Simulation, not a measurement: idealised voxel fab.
process module | voxel capacitor over wiring
cross-section cut | 210 nm wide | cells 5 nm
A cross-section is a grid of square cells, given in bands from the top down. A band is one or more rows of cells.
Each band's line starts with the height of the band's top and of its bottom, in nm. Then come its materials from left to right, each with its width in nm. One material with "throughout" fills the band from edge to edge. "air" is empty space.
Height 0 is the level under which the wafer as received is all one material. The lowest band goes on downwards, as in "0 down".
A width such as "30 to 40" changes by the same amount from each row of cells to the next, from the band's top row to its bottom row.
"no change" after a step means that no cell of the cross-section changed.
closed voids: empty space of 8 cells or more with no open way to the top, each as width x height at its distance from the left edge, in nm
after a step's settings: what the simulator itself notes on the step
overlay nm, on a step with a mask: how far to the right of its planned place the mask lay; to the left if negative
plan
1 op RECEIVE | material Si
2 op CONFORMAL_DEP | material SiO2 | thk nm 10
3 op CONFORMAL_DEP | material SiCN | thk nm 5
4 op DIRECTIONAL_DEP | material lowk | thk nm 15
5 op MASKED_ETCH | tone open | mask id METAL_1 | width nm 30 | pitch nm 95 | etch materials lowk | depth nm 15 | overlay nm 0
6 op MASKED_ETCH | tone open | mask id METAL_1 | width nm 30 | pitch nm 95 | etch materials SiCN | depth nm 5 | overlay nm 0
7 op CONFORMAL_DEP | material TiN | thk nm 5
8 op FILL_DEP | material Ru | thk nm 5
9 op CMP | height nm 30
10 op CONFORMAL_DEP | material SiCN | thk nm 5
11 op DIRECTIONAL_DEP | material lowk | thk nm 15
12 op PATTERN | tone open | mask id PLUG_1 | material resist | width nm 15 | thk nm 15 | overlay nm 0
13 op DIRECTIONAL_ETCH | etch materials lowk | depth nm 15
14 op DIRECTIONAL_ETCH | etch materials SiCN | depth nm 5
15 op STRIP | etch materials resist
16 op CONFORMAL_DEP | material TiN | thk nm 5
17 op FILL_DEP | material Ru | thk nm 10
18 op CMP | height nm 50
19 op DIRECTIONAL_DEP | material TiN | thk nm 5
20 op DIRECTIONAL_DEP | material Al2O3 | thk nm 5
21 op DIRECTIONAL_DEP | material TiN | thk nm 5
22 op PATTERN | tone cover | mask id UPPER_PLATE | material resist | width nm 70 | thk nm 20 | overlay nm -15
23 op DIRECTIONAL_ETCH | etch materials TiN | depth nm 5
24 op DIRECTIONAL_ETCH | etch materials Al2O3 | depth nm 5
25 op STRIP | etch materials resist
26 op MASKED_ETCH | tone cover | mask id LOWER_PLATE | width nm 80 | etch materials TiN | depth nm 5 | overlay nm 0
27 op FILL_DEP | material SiO2 | thk nm 15
28 op CMP | height nm 75
29 op MASKED_ETCH | tone open | mask id PLUG_2 | width nm 15 | etch materials SiO2 | depth nm 10 | overlay nm 0
30 op CONFORMAL_DEP | material TiN | thk nm 5
31 op FILL_DEP | material W | thk nm 10
32 op CMP | height nm 75
33 op CONFORMAL_DEP | material SiCN | thk nm 5
varied across the wafers: overlay nm of step 22. The plan shows the first wafer's value. All wafers start alike
first wafer as received, after step 1
  0 down: Si throughout
  closed voids: none
each wafer at the end: cells of each material gained (+) or lost (-) since it was received, then its closed voids
overlay nm -15 | +14 Al2O3 | +27 Ru | +111 SiCN | +244 SiO2 | +68 TiN | +1 W | +207 lowk | closed voids: none
overlay nm -10 | +14 Al2O3 | +27 Ru | +111 SiCN | +244 SiO2 | +68 TiN | +1 W | +207 lowk | closed voids: none
overlay nm -5 | +14 Al2O3 | +27 Ru | +111 SiCN | +244 SiO2 | +68 TiN | +1 W | +207 lowk | closed voids: none
overlay nm 0 | +14 Al2O3 | +27 Ru | +111 SiCN | +244 SiO2 | +68 TiN | +1 W | +207 lowk | closed voids: none
overlay nm 5 | +14 Al2O3 | +27 Ru | +111 SiCN | +244 SiO2 | +68 TiN | +1 W | +207 lowk | closed voids: none
overlay nm 10 | +14 Al2O3 | +27 Ru | +111 SiCN | +244 SiO2 | +68 TiN | +1 W | +207 lowk | closed voids: none
overlay nm 15 | +14 Al2O3 | +27 Ru | +111 SiCN | +244 SiO2 | +68 TiN | +1 W | +207 lowk | closed voids: none
